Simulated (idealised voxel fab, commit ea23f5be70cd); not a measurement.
process module | voxel released beams
cross-section cut | 225 nm wide | cells 5 nm
A cross-section is a grid of square cells, given in bands from the top down. A band is one or more rows of cells.
Each band's line starts with the height of the band's top and of its bottom, in nm. Then come its materials from left to right, each with its width in nm. One material with "throughout" fills the band from edge to edge. "air" is empty space.
Height 0 is the level under which the wafer as received is all one material. The lowest band goes on downwards, as in "0 down".
A width such as "30 to 40" changes by the same amount from each row of cells to the next, from the band's top row to its bottom row.
"no change" after a step means that no cell of the cross-section changed.
closed voids: empty space of 8 cells or more with no open way to the top, each as width x height at its distance from the left edge, in nm
after a step's settings: what the simulator itself notes on the step
overlay nm, on a step with a mask: how far to the right of its planned place the mask lay; to the left if negative
plan
1 op RECEIVE | material Si
2 op CONFORMAL_DEP | material Al2O3 | thk nm 5
3 op DIRECTIONAL_DEP | material SiO2 | thk nm 15
4 op DIRECTIONAL_DEP | material aC | thk nm 10
5 op PATTERN | tone open | mask id ANCHOR | material resist | width nm 30 | thk nm 25 | overlay nm 0
6 op DIRECTIONAL_ETCH | etch materials aC | depth nm 10
7 op STRIP | etch materials resist
8 op DIRECTIONAL_ETCH | etch materials SiO2 | depth nm 15
9 op STRIP | etch materials aC
10 op CONFORMAL_DEP | material W | thk nm 10
11 op DIRECTIONAL_DEP | material aC | thk nm 15
12 op PATTERN | tone cover | mask id BEAM | material resist | width nm 95 | thk nm 30 | overlay nm 0
13 op DIRECTIONAL_ETCH | etch materials aC | depth nm 15
14 op STRIP | etch materials resist
15 op DIRECTIONAL_ETCH | etch materials W | depth nm 10
16 op STRIP | etch materials aC
17 op STRIP | etch materials SiO2
as received, after step 1
  0 down: Si throughout
  closed voids: none
first wafer at the end, as planned
  30 to 20: air 60 | W 15 | air 10 | W 70 | air 70
  20 to 15: air 65 | W 10 | air 10 | W 10 | air 130
  15 to 5: air 65 | W 30 | air 130
  5 to 0: Al2O3 throughout
  0 down: Si throughout
  closed voids: none
second wafer at the end: like start, like plan, one mistake
  25 to 15: air 60 | W 15 | air 10 | W 70 | air 70
  15 to 10: air 65 | W 10 | air 10 | W 10 | air 130
  10 to 0: air 65 | W 30 | air 130
  0 down: Si throughout
  closed voids: none
what went wrong: step 2 was left out
at the end the second wafer has, in cells: 45 fewer of Al2O3
